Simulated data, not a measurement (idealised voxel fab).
A process module follows: voxel tone inversion.
The cross-section shown here is cut; it is 225 nm wide and divided into square cells measuring 5 nm on a side.
Cross-section, as written here: a square-cell grid given band by band from the top down, where a band holds one or more rows of cells.
Per band: top height and bottom height in nm, followed by the left-to-right materials and their widths in nm; "edge to edge" marks a single material spanning edge to edge, "empty" marks empty space.
Heights from 0 (as-received wafer is one material below). Bottom band endless downward, as "z 0 and below".
Think of "30 to 40" as a width that walks from the first number to the second as you go down the band, top row to bottom row, taking equal-sized steps from row to row.
Basically "nothing was modified" means that step didn't change any cell in the cross-section.
Enclosed voids (no open way to top), threshold 8 cells or more, entry "Closed empty spaces", notation width x height at distance, distance from left edge, nm.
Heads up: the bit after the settings on a step's line is the simulator's remark on that step.
overlay nm: mask offset rightward from planned place, masked step; negative means leftward offset.

# Planned step list for the process
1 RECEIVE with material Si
2 CONFORMAL_DEP with material SiN, thk nm 5
3 DIRECTIONAL_DEP with material polySi, thk nm 20
4 PATTERN with tone cover, mask id POSTS, material resist, width nm 25, pitch nm 40, thk nm 30, overlay nm 0
5 DIRECTIONAL_ETCH with etch materials polySi, depth nm 20
6 STRIP with etch materials resist
7 FILL_DEP with material lowk, thk nm 10
8 CMP with height nm 25
9 STRIP with etch materials polySi

# Here's what the wafer looked like in cross-section when it arrived - that's after step 1
z 0 and below = Si edge to edge
Closed empty spaces: none

# Looking at the first of two wafers in cross-section at end of module - ran to plan
z 25 to 5 = 40 nm lowk, 25 nm empty, 15 nm lowk, 25 nm empty, 15 nm lowk, 25 nm empty, 15 nm lowk, 25 nm empty, 40 nm lowk
z 5 to 0 = SiN edge to edge
z 0 and below = Si edge to edge
Closed empty spaces: none

# The second wafer, shown in cross-section after the module: started the same way as the first and given the same plan, yet one mistake crept into how it was run
z 25 to 20 = lowk edge to edge
z 20 to 0 = 40 nm lowk, 25 nm polySi, 15 nm lowk, 25 nm polySi, 15 nm lowk, 25 nm polySi, 15 nm lowk, 25 nm polySi, 40 nm lowk
z 0 and below = Si edge to edge
Closed empty spaces: none
Deviation noted in wafer processing: step 2 was dropped from the plan's execution and never run
Once processing is complete, comparing cell counts shows that the second wafer has more or fewer of certain materials than the first: 45 fewer of SiN | 45 more of lowk | 80 more of polySi
